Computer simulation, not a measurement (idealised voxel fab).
process module | voxel released beams
cross-section cut | 170 nm wide | cells 5 nm
A cross-section is a grid of square cells, given in bands from the top down. A band is one or more rows of cells.
Each band's line starts with the height of the band's top and of its bottom, in nm. Then come its materials from left to right, each with its width in nm. One material with "throughout" fills the band from edge to edge. "air" is empty space.
Height 0 is the level under which the wafer as received is all one material. The lowest band goes on downwards, as in "0 down".
A width such as "30 to 40" changes by the same amount from each row of cells to the next, from the band's top row to its bottom row.
"no change" after a step means that no cell of the cross-section changed.
closed voids: empty space of 8 cells or more with no open way to the top, each as width x height at its distance from the left edge, in nm
after a step's settings: what the simulator itself notes on the step
overlay nm, on a step with a mask: how far to the right of its planned place the mask lay; to the left if negative
plan
1 op RECEIVE | material Si
2 op CONFORMAL_DEP | material SiN | thk nm 10
3 op DIRECTIONAL_DEP | material SiO2 | thk nm 10
4 op MASKED_ETCH | tone open | mask id ANCHOR | width nm 45 | etch materials SiO2 | depth nm 10 | overlay nm 0
5 op CONFORMAL_DEP | material W | thk nm 5
6 op MASKED_ETCH | tone cover | mask id BEAM | width nm 105 | etch materials W | depth nm 15 | overlay nm 0
7 op STRIP | etch materials SiO2
varied across the wafers: thk nm of step 5. The plan shows the first wafer's value. All wafers start alike
first wafer as received, after step 1
  0 down: Si throughout
  closed voids: none
each wafer at the end: cells of each material gained (+) or lost (-) since it was received, then its closed voids
thk nm 5 | +68 SiN | +25 W | closed voids: none
thk nm 10 | +68 SiN | +50 W | closed voids: none
thk nm 15 | +68 SiN | +75 W | closed voids: none
thk nm 20 | +68 SiN | +50 SiO2 | +113 W | closed voids: none
thk nm 25 | +68 SiN | +50 SiO2 | +149 W | closed voids: none
thk nm 30 | +68 SiN | +50 SiO2 | +183 W | closed voids: none
